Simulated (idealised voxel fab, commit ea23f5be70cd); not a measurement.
Presented below is a process module, voxel released beams.
The cross-section on display is named cut; it measures 220 nm wide, and its cells are 5 nm squares.
Cross-section = grid of square cells, listed top down in bands; band = one or more rows. The entry gives the band's vertical extent as a top height and a bottom height in nm, then its horizontal make-up as materials from left to right, each with a width in nm. "empty" stands for empty space; a single material marked "edge to edge" fills the band edge to edge. Counting heights begins at 0, where everything beneath is, in the wafer as received, one material. The lowest band has no bottom; it goes on downwards, as "0 nm and below" shows. A width given as "30 to 40" starts at the first number in the band's top row and ends at the second number in its bottom row, shifting by an equal amount at every step from row to row. Reading "nothing altered" for a step: not a cell of the cross-section changed in it. "Catalogued sealed voids" enumerates empty spaces isolated from the top, with no open way to it, that contain at least 8 cells, giving each as width x height at distance from the left edge, all three in nm. Anything after a step's settings on that line? It's the simulator's own note about the step. overlay nm: right-of-plan distance of the mask on a masked step; negative values mean left-of-plan.

PLANNED PROCESS STEPS
1) RECEIVE: material Si
2) CONFORMAL_DEP: material SiN, thk nm 5
3) DIRECTIONAL_DEP: material SiO2, thk nm 10
4) MASKED_ETCH: tone open, mask id ANCHOR, width nm 25, etch materials SiO2, depth nm 10, overlay nm 0
5) CONFORMAL_DEP: material polySi, thk nm 10
6) MASKED_ETCH: tone cover, mask id BEAM, width nm 95, etch materials polySi, depth nm 5, overlay nm 0
7) STRIP: etch materials SiO2
The value of depth nm given for step 6 in the plan refers to the first wafer; the wafers vary in this setting and are alike at the start.

FIRST WAFER OF SEVERAL, AS RECEIVED: CROSS-SECTION AFTER STEP 1
> 0 nm and below | Si edge to edge
> Catalogued sealed voids: none

EACH ROW BELOW IS A WAFER AT THE END OF THE MODULE, LISTING FOR EVERY MATERIAL THE NUMBER OF CELLS IT HAS GAINED (+) OR LOST (-) SINCE IT WAS RECEIVED, FOLLOWED BY ITS CLOSED VOIDS
depth nm 5; +44 SiN; +78 SiO2; +71 polySi; Catalogued sealed voids: none
depth nm 10; +44 SiN; +46 polySi; Catalogued sealed voids: none
depth nm 15; +44 SiN; +46 polySi; Catalogued sealed voids: none
depth nm 20; +44 SiN; +46 polySi; Catalogued sealed voids: none
depth nm 25; +44 SiN; +46 polySi; Catalogued sealed voids: none
